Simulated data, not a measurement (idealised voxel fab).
Proc. module: voxel transistor to metal
Cross-sectional view cut (width: 190 nm; square cell size: 5 nm).
Format of a cross-section: grid, square cells. Given as bands. Order: top down. Band: one or more rows of cells. Quick guide to a band line: top height, bottom height (nm) up front; then every material left to right with its width in nm. Only one material and it's marked "throughout"? Then it fills the band edge to edge. And "air" just means empty space. All heights in this document are referenced to 0, defined as the level beneath which the wafer, as received, consists entirely of one material. The lowest band is not bounded below; it extends indefinitely downward and is written in the form "0 and below". The width entry "30..40" should be interpreted row by row: the top row of cells in the band takes the first number, the bottom row takes the second number, and the change between adjacent rows is uniform throughout. Where the words "left unchanged" appear for a step, the cross-section shows no cell changed by that step; every cell remained as before. Any empty space of 8 cells or more lacking an open way to the top shows up in "closed voids" as width x height at distance, distance from the left edge, in nm. Past the settings on a step's line: simulator remark, on that step. overlay nm: for a step with a mask, the amount by which the mask lay right of where it was planned; a negative amount means left of it.
# Process steps - plan
1 RECEIVE with material Si
2 OXIDIZE with depth nm 5
3 CONFORMAL_DEP with material SiN, thk nm 15
4 MASKED_ETCH with tone cover, mask id ACTIVE, width nm 100, etch materials SiN, depth nm 15, overlay nm 0
5 MASKED_ETCH with tone cover, mask id ACTIVE, width nm 100, etch materials SiO2, depth nm 5, overlay nm 0
6 MASKED_ETCH with tone cover, mask id ACTIVE, width nm 100, etch materials Si, depth nm 30, overlay nm 0
7 FILL_DEP with material SiO2, thk nm 15
8 CMP with height nm 15
9 SELECTIVE_ETCH with etch materials SiO2, depth nm 5
10 STRIP with etch materials SiN
11 SELECTIVE_ETCH with etch materials SiO2, depth nm 5
12 OXIDIZE with depth nm 5
13 DIRECTIONAL_DEP with material polySi, thk nm 25
14 DIRECTIONAL_DEP with material SiCN, thk nm 15
15 MASKED_ETCH with tone cover, mask id GATE, width nm 20, etch materials SiCN, depth nm 25, overlay nm 0
16 MASKED_ETCH with tone cover, mask id GATE, width nm 20, etch materials polySi, depth nm 35, overlay nm 0
17 CONFORMAL_DEP with material SiN, thk nm 10
18 DIRECTIONAL_ETCH with etch materials SiN, depth nm 10
19 DIRECTIONAL_ETCH with etch materials SiO2, depth nm 5
20 DIRECTIONAL_ETCH with etch materials Si, depth nm 5
21 EPI with material nSi, thk nm 5
22 FILL_DEP with material SiO2, thk nm 5
23 CMP with height nm 35
24 DIRECTIONAL_DEP with material SiO2, thk nm 15
25 MASKED_ETCH with tone open, mask id CONTACT, width nm 20, pitch nm 70, etch materials SiO2, depth nm 60, overlay nm 0
26 CONFORMAL_DEP with material TiN, thk nm 5
27 FILL_DEP with material Ru, thk nm 10
28 CMP with height nm 50
29 DIRECTIONAL_DEP with material TiN, thk nm 5
30 DIRECTIONAL_DEP with material Ru, thk nm 15
31 PATTERN with tone cover, mask id METAL_1, material resist, width nm 20, pitch nm 70, thk nm 20, overlay nm 0
32 DIRECTIONAL_ETCH with etch materials Ru, depth nm 15
33 DIRECTIONAL_ETCH with etch materials TiN, depth nm 5
34 STRIP with etch materials resist
35 CONFORMAL_DEP with material SiN, thk nm 5
36 FILL_DEP with material SiO2, thk nm 5
37 CMP with height nm 70
38 CONFORMAL_DEP with material SiCN, thk nm 5
# Here's what the wafer looked like in cross-section when it arrived - that's after step 1
> 0 and below  Si throughout
> closed voids: none
# First of two wafers: cross-section at end of module, run per plan
> 75 down to 70  SiCN throughout
> 70 down to 55  SiO2=45, then SiN=5, then Ru=20, then SiN=5, then SiO2=40, then SiN=5, then Ru=20, then SiN=5, then SiO2=45
> 55 down to 50  SiN=50, then TiN=20, then SiN=50, then TiN=20, then SiN=50
> 50 down to 35  SiO2=50, then TiN=5, then Ru=10, then TiN=5, then SiO2=50, then TiN=5, then Ru=10, then TiN=5, then SiO2=50
> 35 down to 20  SiO2=50, then TiN=5, then Ru=10, then TiN=5, then SiO2=5, then SiN=10, then SiCN=20, then SiN=10, then SiO2=5, then TiN=5, then Ru=10, then TiN=5, then SiO2=50
> 20 down to 5  SiO2=50, then TiN=5, then Ru=10, then TiN=5, then SiO2=5, then SiN=10, then polySi=20, then SiN=10, then SiO2=5, then TiN=5, then Ru=10, then TiN=5, then SiO2=50
> 5 down to -5  SiO2=40, then SiN=10, then TiN=5..10, then Ru=10..5, then TiN=5, then SiO2=5, then SiN=10, then polySi=20, then SiN=10, then SiO2=5, then TiN=5, then Ru=10..5, then TiN=5..10, then SiN=10, then SiO2=40
> -5 down to -10  SiO2=50, then nSi=5, then TiN=15, then nSi=5, then SiO2=40, then nSi=5, then TiN=15, then nSi=5, then SiO2=50
> -10 down to -15  SiO2=45, then Si=5, then nSi=25, then Si=40, then nSi=25, then Si=5, then SiO2=45
> -15 down to -35  SiO2=45, then Si=100, then SiO2=45
> -35 and below  Si throughout
> closed voids: none
# Wafer two, end of module, cross-section. Same start, same plan as wafer one. One mistake in the run
> 75 down to 70  SiCN throughout
> 70 down to 55  SiO2=40, then SiN=5, then Ru=20, then SiN=5, then SiO2=40, then SiN=5, then Ru=20, then SiN=5, then SiO2=50
> 55 down to 50  SiN=45, then TiN=20, then SiN=50, then TiN=20, then SiN=55
> 50 down to 35  SiO2=50, then TiN=5, then Ru=10, then TiN=5, then SiO2=50, then TiN=5, then Ru=10, then TiN=5, then SiO2=50
> 35 down to 20  SiO2=50, then TiN=5, then Ru=10, then TiN=5, then SiO2=5, then SiN=10, then SiCN=20, then SiN=10, then SiO2=5, then TiN=5, then Ru=10, then TiN=5, then SiO2=50
> 20 down to 5  SiO2=50, then TiN=5, then Ru=10, then TiN=5, then SiO2=5, then SiN=10, then polySi=20, then SiN=10, then SiO2=5, then TiN=5, then Ru=10, then TiN=5, then SiO2=50
> 5 down to -5  SiO2=40, then SiN=10, then TiN=5..10, then Ru=10..5, then TiN=5, then SiO2=5, then SiN=10, then polySi=20, then SiN=10, then SiO2=5, then TiN=5, then Ru=10..5, then TiN=5..10, then SiN=10, then SiO2=40
> -5 down to -10  SiO2=50, then nSi=5, then TiN=15, then nSi=5, then SiO2=40, then nSi=5, then TiN=15, then nSi=5, then SiO2=50
> -10 down to -15  SiO2=45, then Si=5, then nSi=25, then Si=40, then nSi=25, then Si=5, then SiO2=45
> -15 down to -35  SiO2=45, then Si=100, then SiO2=45
> -35 and below  Si throughout
> closed voids: none
What went wrong in running the wafer? for step 31, the planned setting was not used; the step was instead run as PATTERN with tone cover, mask id METAL_1, material resist, width nm 20, pitch nm 70, thk nm 20, overlay nm -5
End check, second vs first wafer: material counts in cells match, positions do not.
